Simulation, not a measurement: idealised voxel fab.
Herein follows the process module entitled voxel transistor to metal.
Section shown: cut. Width: 245 nm. Cell size: 5 nm, square.
Format of a cross-section: grid, square cells. Given as bands. Order: top down. Band: one or more rows of cells. Basically the band line says how high the top is and how high the bottom is, in nm, and then what's in it from left to right, every material with its width in nm. Empty space shows up as "air", and if a single material carries "full width" it runs the full band edge to edge. The reference from which all heights are counted is 0, the level beneath which the as-received wafer is entirely one material; the lowest band, having no lower bound, proceeds downward and is written after the example "from 0 down". A width such as "30->40" changes by the same amount from each row of cells to the next, from the band's top row to its bottom row. "nothing got changed" means the step left every cell of the cross-section as it was. Empty spaces without an open route to the top, at least 8 cells in extent, make up the entry "Closed void inventory"; each is given as width x height at distance, where the distance is measured from the left edge, and all are in nm. Text after the settings on a step's line: the simulator's own remark on that step. When a step includes a mask, the "overlay nm" setting on its line states how far to the right of its planned place that mask lay, and negative values state how far to the left.
-- Planned process steps
step 1: op RECEIVE | material Si
step 2: op OXIDIZE | depth nm 5
step 3: op CONFORMAL_DEP | material SiN | thk nm 10
step 4: op MASKED_ETCH | tone cover | mask id ACTIVE | width nm 95 | pitch nm 115 | etch materials SiN | depth nm 10 | overlay nm 0
step 5: op MASKED_ETCH | tone cover | mask id ACTIVE | width nm 95 | pitch nm 115 | etch materials SiO2 | depth nm 5 | overlay nm 0
step 6: op MASKED_ETCH | tone cover | mask id ACTIVE | width nm 95 | pitch nm 115 | etch materials Si | depth nm 35 | overlay nm 0
step 7: op OXIDIZE | depth nm 5
step 8: op FILL_DEP | material SiO2 | thk nm 10
step 9: op CMP | height nm 10
step 10: op SELECTIVE_ETCH | etch materials SiO2 | depth nm 10
step 11: op STRIP | etch materials SiN
step 12: op SELECTIVE_ETCH | etch materials SiO2 | depth nm 5
step 13: op OXIDIZE | depth nm 5
step 14: op DIRECTIONAL_DEP | material polySi | thk nm 30
step 15: op DIRECTIONAL_DEP | material SiCN | thk nm 15
step 16: op MASKED_ETCH | tone cover | mask id GATE | width nm 25 | pitch nm 115 | etch materials SiCN | depth nm 25 | overlay nm 0
step 17: op MASKED_ETCH | tone cover | mask id GATE | width nm 25 | pitch nm 115 | etch materials polySi | depth nm 40 | overlay nm 0
step 18: op CONFORMAL_DEP | material SiN | thk nm 10
step 19: op DIRECTIONAL_ETCH | etch materials SiN | depth nm 10
step 20: op DIRECTIONAL_ETCH | etch materials SiO2 | depth nm 5
step 21: op DIRECTIONAL_ETCH | etch materials Si | depth nm 10
step 22: op EPI | material SiGe | thk nm 10
step 23: op FILL_DEP | material SiO2 | thk nm 5
step 24: op CMP | height nm 25
step 25: op STRIP | etch materials polySi
step 26: op SELECTIVE_ETCH | etch materials SiO2 | depth nm 5
step 27: op CONFORMAL_DEP | material HfO2 | thk nm 5
step 28: op CONFORMAL_DEP | material TiN | thk nm 5
step 29: op FILL_DEP | material W | thk nm 10
step 30: op CMP | height nm 20
step 31: op DIRECTIONAL_DEP | material SiO2 | thk nm 15
step 32: op DIRECTIONAL_DEP | material aC | thk nm 10
step 33: op PATTERN | tone open | mask id CONTACT | material resist | width nm 15 | thk nm 30 | overlay nm 0
step 34: op DIRECTIONAL_ETCH | etch materials aC | depth nm 10
step 35: op STRIP | etch materials resist
step 36: op DIRECTIONAL_ETCH | etch materials SiO2 | depth nm 45
step 37: op STRIP | etch materials aC
step 38: op CONFORMAL_DEP | material TiN | thk nm 5
step 39: op FILL_DEP | material W | thk nm 5
step 40: op CMP | height nm 35
step 41: op CONFORMAL_DEP | material SiCN | thk nm 5
step 42: op DIRECTIONAL_DEP | material lowk | thk nm 25
step 43: op DIRECTIONAL_DEP | material aC | thk nm 15
step 44: op PATTERN | tone open | mask id METAL_1 | material resist | width nm 15 | thk nm 35 | overlay nm 0
step 45: op DIRECTIONAL_ETCH | etch materials aC | depth nm 15
step 46: op STRIP | etch materials resist
step 47: op DIRECTIONAL_ETCH | etch materials lowk | depth nm 25
step 48: op DIRECTIONAL_ETCH | etch materials SiCN | depth nm 5
step 49: op STRIP | etch materials aC
step 50: op CONFORMAL_DEP | material TiN | thk nm 5
step 51: op FILL_DEP | material Cu | thk nm 10
step 52: op CMP | height nm 65
step 53: op CONFORMAL_DEP | material SiCN | thk nm 5
step 54: op DIRECTIONAL_DEP | material SiO2 | thk nm 25
step 55: op DIRECTIONAL_DEP | material aC | thk nm 10
step 56: op PATTERN | tone open | mask id METAL_2 | material resist | width nm 15 | pitch nm 115 | thk nm 25 | overlay nm 0
step 57: op DIRECTIONAL_ETCH | etch materials aC | depth nm 10
step 58: op STRIP | etch materials resist
step 59: op DIRECTIONAL_ETCH | etch materials SiO2 | depth nm 15
step 60: op STRIP | etch materials aC
step 61: op DIRECTIONAL_DEP | material aC | thk nm 15
step 62: op PATTERN | tone open | mask id METAL_2_HOLES | material resist | width nm 15 | pitch nm 115 | thk nm 35 | overlay nm 0
step 63: op DIRECTIONAL_ETCH | etch materials aC | depth nm 15
step 64: op STRIP | etch materials resist
step 65: op DIRECTIONAL_ETCH | etch materials SiO2 | depth nm 10
step 66: op DIRECTIONAL_ETCH | etch materials SiCN | depth nm 5
step 67: op STRIP | etch materials aC
step 68: op CONFORMAL_DEP | material TiN | thk nm 5
step 69: op FILL_DEP | material Cu | thk nm 10
step 70: op CMP | height nm 95
step 71: op CONFORMAL_DEP | material SiN | thk nm 5
-- Incoming wafer in cross-section (state: after step 1)
> from 0 down: Si full width
> Closed void inventory: none
-- End-of-module cross-section of the first of two wafers, processed as planned
> from 100 to 95: SiN full width
> from 95 to 70: 20 SiO2 / 5 TiN / 5 Cu / 5 TiN / 100 SiO2 / 5 TiN / 5 Cu / 5 TiN / 95 SiO2
> from 70 to 65: 20 SiCN / 15 TiN / 100 SiCN / 15 TiN / 95 SiCN
> from 65 to 40: 20 lowk / 5 TiN / 5 Cu / 5 TiN / 55 lowk / 5 TiN / 5 Cu / 5 TiN / 30 lowk / 5 TiN / 5 Cu / 5 TiN / 55 lowk / 5 TiN / 5 Cu / 5 TiN / 25 lowk
> from 40 to 35: 20 SiCN / 15 TiN / 55 SiCN / 15 TiN / 30 SiCN / 15 TiN / 55 SiCN / 15 TiN / 25 SiCN
> from 35 to 20: 20 SiO2 / 5 TiN / 5 W / 5 TiN / 55 SiO2 / 5 TiN / 5 W / 5 TiN / 30 SiO2 / 5 TiN / 5 W / 5 TiN / 55 SiO2 / 5 TiN / 5 W / 5 TiN / 25 SiO2
> from 20 to 5: 20 SiO2 / 5 TiN / 5 W / 5 TiN / 5 SiO2 / 10 SiN / 5 HfO2 / 5 TiN / 5 W / 5 TiN / 5 HfO2 / 10 SiN / 5 SiO2 / 5 TiN / 5 W / 5 TiN / 30 SiO2 / 5 TiN / 5 W / 5 TiN / 5 SiO2 / 10 SiN / 5 HfO2 / 5 TiN / 5 W / 5 TiN / 5 HfO2 / 10 SiN / 5 SiO2 / 5 TiN / 5 W / 5 TiN / 25 SiO2
> from 5 to 0: 20 SiO2 / 15 TiN / 5 SiO2 / 10 SiN / 5 HfO2 / 5 TiN / 5 W / 5 TiN / 5 HfO2 / 10 SiN / 5 SiO2 / 15 TiN / 30 SiO2 / 15 TiN / 5 SiO2 / 10 SiN / 5 HfO2 / 5 TiN / 5 W / 5 TiN / 5 HfO2 / 10 SiN / 5 SiO2 / 15 TiN / 25 SiO2
> from 0 to -5: 20 SiO2 / 10 TiN / 10 SiGe / 10 SiN / 5 HfO2 / 15 TiN / 5 HfO2 / 10 SiN / 10 SiGe / 10 TiN / 30 SiO2 / 10 TiN / 10 SiGe / 10 SiN / 5 HfO2 / 15 TiN / 5 HfO2 / 10 SiN / 10 SiGe / 10 TiN / 25 SiO2
> from -5 to -10: 20 SiO2 / 10 TiN / 10 SiGe / 5 SiO2 / 35 HfO2 / 5 SiO2 / 10 SiGe / 10 TiN / 30 SiO2 / 10 TiN / 10 SiGe / 5 SiO2 / 35 HfO2 / 5 SiO2 / 10 SiGe / 10 TiN / 25 SiO2
> from -10 to -20: 20 SiO2 / 20 SiGe / 45 Si / 20 SiGe / 30 SiO2 / 20 SiGe / 45 Si / 20 SiGe / 25 SiO2
> from -20 to -45: 20 SiO2 / 85 Si / 30 SiO2 / 85 Si / 25 SiO2
> from -45 down: Si full width
> Closed void inventory: none
-- Cross-sectional image of the second wafer of the two following completion of the module. Starting state and process plan were the same as for the first wafer; one execution error occurred
> from 100 to 95: SiN full width
> from 95 to 70: 20 SiO2 / 5 TiN / 5 Cu / 5 TiN / 100 SiO2 / 5 TiN / 5 Cu / 5 TiN / 95 SiO2
> from 70 to 65: 20 SiCN / 15 TiN / 100 SiCN / 15 TiN / 95 SiCN
> from 65 to 40: 15 Cu / 5 TiN / 15 lowk / 5 TiN / 45 Cu / 5 TiN / 15 lowk / 5 TiN / 20 Cu / 5 TiN / 15 lowk / 5 TiN / 45 Cu / 5 TiN / 15 lowk / 5 TiN / 20 Cu
> from 40 to 35: 20 TiN / 15 SiCN / 55 TiN / 15 SiCN / 30 TiN / 15 SiCN / 55 TiN / 15 SiCN / 25 TiN
> from 35 to 20: 20 SiO2 / 5 TiN / 5 W / 5 TiN / 55 SiO2 / 5 TiN / 5 W / 5 TiN / 30 SiO2 / 5 TiN / 5 W / 5 TiN / 55 SiO2 / 5 TiN / 5 W / 5 TiN / 25 SiO2
> from 20 to 5: 20 SiO2 / 5 TiN / 5 W / 5 TiN / 5 SiO2 / 10 SiN / 5 HfO2 / 5 TiN / 5 W / 5 TiN / 5 HfO2 / 10 SiN / 5 SiO2 / 5 TiN / 5 W / 5 TiN / 30 SiO2 / 5 TiN / 5 W / 5 TiN / 5 SiO2 / 10 SiN / 5 HfO2 / 5 TiN / 5 W / 5 TiN / 5 HfO2 / 10 SiN / 5 SiO2 / 5 TiN / 5 W / 5 TiN / 25 SiO2
> from 5 to 0: 20 SiO2 / 15 TiN / 5 SiO2 / 10 SiN / 5 HfO2 / 5 TiN / 5 W / 5 TiN / 5 HfO2 / 10 SiN / 5 SiO2 / 15 TiN / 30 SiO2 / 15 TiN / 5 SiO2 / 10 SiN / 5 HfO2 / 5 TiN / 5 W / 5 TiN / 5 HfO2 / 10 SiN / 5 SiO2 / 15 TiN / 25 SiO2
> from 0 to -5: 20 SiO2 / 10 TiN / 10 SiGe / 10 SiN / 5 HfO2 / 15 TiN / 5 HfO2 / 10 SiN / 10 SiGe / 10 TiN / 30 SiO2 / 10 TiN / 10 SiGe / 10 SiN / 5 HfO2 / 15 TiN / 5 HfO2 / 10 SiN / 10 SiGe / 10 TiN / 25 SiO2
> from -5 to -10: 20 SiO2 / 10 TiN / 10 SiGe / 5 SiO2 / 35 HfO2 / 5 SiO2 / 10 SiGe / 10 TiN / 30 SiO2 / 10 TiN / 10 SiGe / 5 SiO2 / 35 HfO2 / 5 SiO2 / 10 SiGe / 10 TiN / 25 SiO2
> from -10 to -20: 20 SiO2 / 20 SiGe / 45 Si / 20 SiGe / 30 SiO2 / 20 SiGe / 45 Si / 20 SiGe / 25 SiO2
> from -20 to -45: 20 SiO2 / 85 Si / 30 SiO2 / 85 Si / 25 SiO2
> from -45 down: Si full width
> Closed void inventory: none
So what did we get wrong on this run? the process deviated at step 44: the operation and settings actually run there were op PATTERN | tone cover | mask id METAL_1 | material resist | width nm 15 | thk nm 35 | overlay nm 0
Cell-count delta at end, second wafer over first, by material: +125 Cu | -25 SiCN | +25 TiN | -125 lowk
